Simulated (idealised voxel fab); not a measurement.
process module | voxel quadruple lines
The width of the displayed cross-section, cut, is 230 nm; its cells are square, with a size of 5 nm.
Heads up, the way a cross-section reads in here is a grid of square cells, handed over as bands from the top down, with every band being one or more rows of cells.
In this notation a band is specified by the heights of its top and bottom, in that order and in nm, after which its materials appear from left to right, each paired with its width in nm. The word "all across" attached to a single material means that material fills the band from edge to edge; the word "air" stands for empty space.
Height reference: 0 = level under which incoming wafer is all one material. Lowest band: no bottom, runs on downward, e.g. "0..down".
The width entry "30->40" should be interpreted row by row: the top row of cells in the band takes the first number, the bottom row takes the second number, and the change between adjacent rows is uniform throughout.
When a step is marked "no modification", none of the cells in the cross-section changed during that step.
"Closed void inventory" means: voids of 8 cells or more that are shut off from the top with no open way through. Written width x height at distance, distance from the left edge, in nm.
after a step's settings: what the simulator itself notes on the step
overlay nm: how far to the right of its planned place the mask lay on this masked step (negative: to the left).
### Process steps foreseen in the plan
1 RECEIVE [material Si]
2 CONFORMAL_DEP [material SiO2] [thk nm 10]
3 DIRECTIONAL_DEP [material Ru] [thk nm 10]
4 DIRECTIONAL_DEP [material polySi] [thk nm 20]
5 DIRECTIONAL_DEP [material aC] [thk nm 20]
6 PATTERN [tone cover] [mask id MANDREL] [material resist] [width nm 35] [pitch nm 100] [thk nm 30] [overlay nm 0]
7 DIRECTIONAL_ETCH [etch materials aC] [depth nm 20]
8 STRIP [etch materials resist]
9 CONFORMAL_DEP [material SiO2] [thk nm 15]
10 DIRECTIONAL_ETCH [etch materials SiO2] [depth nm 15]
11 STRIP [etch materials aC]
12 DIRECTIONAL_ETCH [etch materials polySi] [depth nm 20]
13 STRIP [etch materials SiO2]
14 CONFORMAL_DEP [material SiN] [thk nm 10]
15 DIRECTIONAL_ETCH [etch materials SiN] [depth nm 5]
16 STRIP [etch materials polySi]
17 DIRECTIONAL_ETCH [etch materials Ru] [depth nm 10]
18 STRIP [etch materials SiN]
For this document, wafers share an identical start and vary in the step 15 depth nm; the plan quotes the first wafer's value.
### The first of several wafers as received, shown in cross-section; this is its state after step 1
- 0..down | Si all across
- Closed void inventory: none
### For your reference, the table is organized with a row per wafer; each row reflects the wafer at the end of the module, indicating for each material the cells gained (+) or lost (-) since receipt, and thereafter its closed voids
depth nm 5 | +92 Ru | +92 SiO2 | +48 polySi | Closed void inventory: none
depth nm 10 | +32 Ru | +92 SiO2 | Closed void inventory: none
depth nm 15 | +32 Ru | +92 SiO2 | Closed void inventory: none
depth nm 20 | +32 Ru | +92 SiO2 | Closed void inventory: none
depth nm 25 | +32 Ru | +92 SiO2 | Closed void inventory: none
